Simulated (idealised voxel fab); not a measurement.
process module | voxel gate over fins
cross-section cut | 300 nm wide | cells 5 nm
A cross-section is a grid of square cells, given in bands from the top down. A band is one or more rows of cells.
Each band's line starts with the height of the band's top and of its bottom, in nm. Then come its materials from left to right, each with its width in nm. One material with "throughout" fills the band from edge to edge. "air" is empty space.
Height 0 is the level under which the wafer as received is all one material. The lowest band goes on downwards, as in "0 down".
A width such as "30 to 40" changes by the same amount from each row of cells to the next, from the band's top row to its bottom row.
"no change" after a step means that no cell of the cross-section changed.
closed voids: empty space of 8 cells or more with no open way to the top, each as width x height at its distance from the left edge, in nm
after a step's settings: what the simulator itself notes on the step
overlay nm, on a step with a mask: how far to the right of its planned place the mask lay; to the left if negative
plan
1 op RECEIVE | material Si
2 op CONFORMAL_DEP | material SiN | thk nm 10
3 op PATTERN | tone cover | mask id FINS | material resist | width nm 15 | pitch nm 40 | thk nm 15 | overlay nm 0
4 op DIRECTIONAL_ETCH | etch materials SiN | depth nm 10
5 op DIRECTIONAL_ETCH | etch materials Si | depth nm 30
6 op STRIP | etch materials resist
7 op OXIDIZE | depth nm 5
8 op FILL_DEP | material SiO2 | thk nm 15
9 op CMP | height nm 10
10 op SELECTIVE_ETCH | etch materials SiO2 | depth nm 20
11 op STRIP | etch materials SiN
12 op CONFORMAL_DEP | material HfO2 | thk nm 5
13 op CONFORMAL_DEP | material TiN | thk nm 5
14 op CONFORMAL_DEP | material TiAl | thk nm 5
15 op CONFORMAL_DEP | material TiN | thk nm 5
16 op FILL_DEP | material W | thk nm 10
17 op CMP | height nm 25
18 op CONFORMAL_DEP | material SiN | thk nm 10
first wafer, as planned
as received, after step 1
  0 down: Si throughout
  closed voids: none
after step 2
  10 to 0: SiN throughout
  below 0: unchanged
after step 3
  25 to 10: air 120 | resist 15 | air 25 | resist 15 | air 125
  below 10: unchanged
after step 4
  25 to 10: air 120 | resist 15 | air 25 | resist 15 | air 125
  10 to 0: air 120 | SiN 15 | air 25 | SiN 15 | air 125
  below 0: unchanged
after step 5
  25 to 10: air 120 | resist 15 | air 25 | resist 15 | air 125
  10 to 0: air 120 | SiN 15 | air 25 | SiN 15 | air 125
  0 to -30: air 120 | Si 15 | air 25 | Si 15 | air 125
  below -30: unchanged
after step 6
  10 to 0: air 120 | SiN 15 | air 25 | SiN 15 | air 125
  below 0: unchanged
after step 7
  10 to 0: air 120 | SiN 15 | air 25 | SiN 15 | air 125
  0 to -30: air 120 | SiO2 5 | Si 5 | SiO2 5 | air 25 | SiO2 5 | Si 5 | SiO2 5 | air 125
  -30 to -35: SiO2 125 | Si 5 | SiO2 35 | Si 5 | SiO2 130
  below -35: unchanged
after step 8
  25 to 10: SiO2 throughout
  10 to 0: SiO2 120 | SiN 15 | SiO2 25 | SiN 15 | SiO2 125
  0 to -35: SiO2 125 | Si 5 | SiO2 35 | Si 5 | SiO2 130
  below -35: unchanged
after step 9
  10 to 0: SiO2 120 | SiN 15 | SiO2 25 | SiN 15 | SiO2 125
  below 0: unchanged
after step 10
  10 to 0: air 120 | SiN 15 | air 25 | SiN 15 | air 125
  0 to -10: air 125 | Si 5 | air 35 | Si 5 | air 130
  below -10: unchanged
after step 11
  0 to -10: air 125 | Si 5 | air 35 | Si 5 | air 130
  below -10: unchanged
after step 12
  5 to 0: air 120 | HfO2 15 | air 25 | HfO2 15 | air 125
  0 to -5: air 120 | HfO2 5 | Si 5 | HfO2 5 | air 25 | HfO2 5 | Si 5 | HfO2 5 | air 125
  -5 to -10: HfO2 125 | Si 5 | HfO2 35 | Si 5 | HfO2 130
  below -10: unchanged
after step 13
  10 to 5: air 115 | TiN 25 | air 15 | TiN 25 | air 120
  5 to 0: air 115 | TiN 5 | HfO2 15 | TiN 5 | air 15 | TiN 5 | HfO2 15 | TiN 5 | air 120
  0 to -5: TiN 120 | HfO2 5 | Si 5 | HfO2 5 | TiN 25 | HfO2 5 | Si 5 | HfO2 5 | TiN 125
  below -5: unchanged
after step 14
  15 to 10: air 110 | TiAl 35 | air 5 | TiAl 35 | air 115
  10 to 5: air 110 | TiAl 5 | TiN 25 | TiAl 5 | air 5 | TiAl 5 | TiN 25 | TiAl 5 | air 115
  5 to 0: TiAl 115 | TiN 5 | HfO2 15 | TiN 5 | TiAl 15 | TiN 5 | HfO2 15 | TiN 5 | TiAl 120
  below 0: unchanged
after step 15
  20 to 15: air 105 | TiN 85 | air 110
  15 to 10: air 105 | TiN 5 | TiAl 35 | TiN 5 | TiAl 35 | TiN 5 | air 110
  10 to 5: TiN 110 | TiAl 5 | TiN 25 | TiAl 5 | TiN 5 | TiAl 5 | TiN 25 | TiAl 5 | TiN 115
  below 5: unchanged
after step 16
  30 to 20: W throughout
  20 to 15: W 105 | TiN 85 | W 110
  15 to 10: W 105 | TiN 5 | TiAl 35 | TiN 5 | TiAl 35 | TiN 5 | W 110
  below 10: unchanged
after step 17
  25 to 20: W throughout
  below 20: unchanged
after step 18
  35 to 25: SiN throughout
  below 25: unchanged
second wafer: like start, like plan, one mistake. Through step 2 it matches the first wafer
when step 3 should have ended
  25 to 10: air 120 | resist 20 | air 20 | resist 20 | air 120
  below 10: unchanged
when step 4 should have ended
  25 to 10: air 120 | resist 20 | air 20 | resist 20 | air 120
  10 to 0: air 120 | SiN 20 | air 20 | SiN 20 | air 120
  below 0: unchanged
when step 5 should have ended
  25 to 10: air 120 | resist 20 | air 20 | resist 20 | air 120
  10 to 0: air 120 | SiN 20 | air 20 | SiN 20 | air 120
  0 to -30: air 120 | Si 20 | air 20 | Si 20 | air 120
  below -30: unchanged
when step 6 should have ended
  10 to 0: air 120 | SiN 20 | air 20 | SiN 20 | air 120
  below 0: unchanged
when step 7 should have ended
  10 to 0: air 120 | SiN 20 | air 20 | SiN 20 | air 120
  0 to -30: air 120 | SiO2 5 | Si 10 | SiO2 5 | air 20 | SiO2 5 | Si 10 | SiO2 5 | air 120
  -30 to -35: SiO2 125 | Si 10 | SiO2 30 | Si 10 | SiO2 125
  below -35: unchanged
when step 8 should have ended
  25 to 10: SiO2 throughout
  10 to 0: SiO2 120 | SiN 20 | SiO2 20 | SiN 20 | SiO2 120
  0 to -35: SiO2 125 | Si 10 | SiO2 30 | Si 10 | SiO2 125
  below -35: unchanged
when step 9 should have ended
  10 to 0: SiO2 120 | SiN 20 | SiO2 20 | SiN 20 | SiO2 120
  below 0: unchanged
when step 10 should have ended
  10 to 0: air 120 | SiN 20 | air 20 | SiN 20 | air 120
  0 to -10: air 125 | Si 10 | air 30 | Si 10 | air 125
  below -10: unchanged
when step 11 should have ended
  0 to -10: air 125 | Si 10 | air 30 | Si 10 | air 125
  below -10: unchanged
when step 12 should have ended
  5 to 0: air 120 | HfO2 20 | air 20 | HfO2 20 | air 120
  0 to -5: air 120 | HfO2 5 | Si 10 | HfO2 5 | air 20 | HfO2 5 | Si 10 | HfO2 5 | air 120
  -5 to -10: HfO2 125 | Si 10 | HfO2 30 | Si 10 | HfO2 125
  below -10: unchanged
when step 13 should have ended
  10 to 5: air 115 | TiN 30 | air 10 | TiN 30 | air 115
  5 to 0: air 115 | TiN 5 | HfO2 20 | TiN 5 | air 10 | TiN 5 | HfO2 20 | TiN 5 | air 115
  0 to -5: TiN 120 | HfO2 5 | Si 10 | HfO2 5 | TiN 20 | HfO2 5 | Si 10 | HfO2 5 | TiN 120
  below -5: unchanged
when step 14 should have ended
  15 to 10: air 110 | TiAl 80 | air 110
  10 to 5: air 110 | TiAl 5 | TiN 30 | TiAl 10 | TiN 30 | TiAl 5 | air 110
  5 to 0: TiAl 115 | TiN 5 | HfO2 20 | TiN 5 | TiAl 10 | TiN 5 | HfO2 20 | TiN 5 | TiAl 115
  below 0: unchanged
when step 15 should have ended
  20 to 15: air 105 | TiN 90 | air 105
  15 to 10: air 105 | TiN 5 | TiAl 80 | TiN 5 | air 105
  10 to 5: TiN 110 | TiAl 5 | TiN 30 | TiAl 10 | TiN 30 | TiAl 5 | TiN 110
  below 5: unchanged
when step 16 should have ended
  30 to 20: W throughout
  20 to 15: W 105 | TiN 90 | W 105
  15 to 10: W 105 | TiN 5 | TiAl 80 | TiN 5 | W 105
  below 10: unchanged
when step 17 should have ended
  25 to 20: W throughout
  below 20: unchanged
when step 18 should have ended
  35 to 25: SiN throughout
  below 25: unchanged
what went wrong: step 3 ran as: op PATTERN | tone cover | mask id FINS | material resist | width nm 20 | pitch nm 40 | thk nm 15 | overlay nm 0
at the end the second wafer has, in cells: 14 more of Si | 10 fewer of SiO2 | 2 fewer of TiN | 2 fewer of W
